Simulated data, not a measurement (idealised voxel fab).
Process module in this document: voxel ribs on slabs
In the cross-section labelled cut, the width is 300 nm and each square cell is 5 nm.
In what follows, cross-sections appear as grids of square cells, described through bands that run from the top down, where every band is one or more rows of cells. Band: top and bottom heights (nm) first, top before bottom; then materials from left to right, widths in nm. "edge to edge" marks a sole material filling the band edge to edge. "empty" denotes empty space. It should be noted that heights are counted from 0, beneath which the wafer as supplied is of one material throughout, and that the lowest band possesses no lower boundary but continues downward, as written in "0 -> down". So if you see something like "30 to 40" for the width, read it as the top row of the band sitting at the first number and the bottom row at the second, with every row in between moving by the same amount as the last. Where a step carries "remained the same", the cross-section came out of it unchanged, cell for cell. The entry titled "Voids, fully enclosed" provides the empty spaces that have no open way to the top, restricted to those of 8 cells or more. Each is presented as width x height at distance, the distance being measured from the left edge, with all three in nm. The remark found on a step's line after its settings is issued by the simulator itself and pertains to that step. "overlay nm" denotes, for a step that has a mask, the displacement of the mask to the right of its planned place, with negative values corresponding to the left.

Listed below are the process steps as planned
1) RECEIVE | material Si
2) DIRECTIONAL_DEP | material SiO2 | thk nm 30
3) DIRECTIONAL_DEP | material polySi | thk nm 20
4) MASKED_ETCH | tone cover | mask id RIB | width nm 20 | etch materials polySi | depth nm 5 | overlay nm 0
5) DIRECTIONAL_DEP | material aC | thk nm 10
6) PATTERN | tone cover | mask id SLAB | material resist | width nm 50 | thk nm 30 | overlay nm 0
7) DIRECTIONAL_ETCH | etch materials aC | depth nm 10
8) STRIP | etch materials resist
9) DIRECTIONAL_ETCH | etch materials polySi | depth nm 15
10) STRIP | etch materials aC
11) FILL_DEP | material SiO2 | thk nm 25
12) CMP | height nm 70
13) DIRECTIONAL_DEP | material TiN | thk nm 10
14) PATTERN | tone cover | mask id HEATER | material resist | width nm 30 | thk nm 15 | overlay nm 0
15) DIRECTIONAL_ETCH | etch materials TiN | depth nm 10
16) STRIP | etch materials resist
17) CONFORMAL_DEP | material SiO2 | thk nm 5

Cross-section of the wafer as it came to us, i.e., already through step 1
    0 -> down = Si edge to edge
    Voids, fully enclosed: none

Post-module cross-section of the first of two wafers (run per plan)
    85 -> 80 = 130 nm empty | 40 nm SiO2 | 130 nm empty
    80 -> 75 = 130 nm empty | 5 nm SiO2 | 30 nm TiN | 5 nm SiO2 | 130 nm empty
    75 -> 70 = 135 nm SiO2 | 30 nm TiN | 135 nm SiO2
    70 -> 50 = SiO2 edge to edge
    50 -> 45 = 140 nm SiO2 | 20 nm polySi | 140 nm SiO2
    45 -> 30 = 125 nm SiO2 | 50 nm polySi | 125 nm SiO2
    30 -> 0 = SiO2 edge to edge
    0 -> down = Si edge to edge
    Voids, fully enclosed: none

This is the second of the two wafers, cross-sectioned at the end of the module; it started exactly like the first and was given the same plan, but it was run with one mistake
    85 -> 80 = 140 nm empty | 40 nm SiO2 | 120 nm empty
    80 -> 75 = 140 nm empty | 5 nm SiO2 | 30 nm TiN | 5 nm SiO2 | 120 nm empty
    75 -> 70 = 145 nm SiO2 | 30 nm TiN | 125 nm SiO2
    70 -> 50 = SiO2 edge to edge
    50 -> 45 = 140 nm SiO2 | 20 nm polySi | 140 nm SiO2
    45 -> 30 = 125 nm SiO2 | 50 nm polySi | 125 nm SiO2
    30 -> 0 = SiO2 edge to edge
    0 -> down = Si edge to edge
    Voids, fully enclosed: none
What was done differently from what was planned? step 14: run off-plan, actual operation and settings PATTERN | tone cover | mask id HEATER | material resist | width nm 30 | thk nm 15 | overlay nm 10
Both wafers, final: cells per material equal; arrangement not.
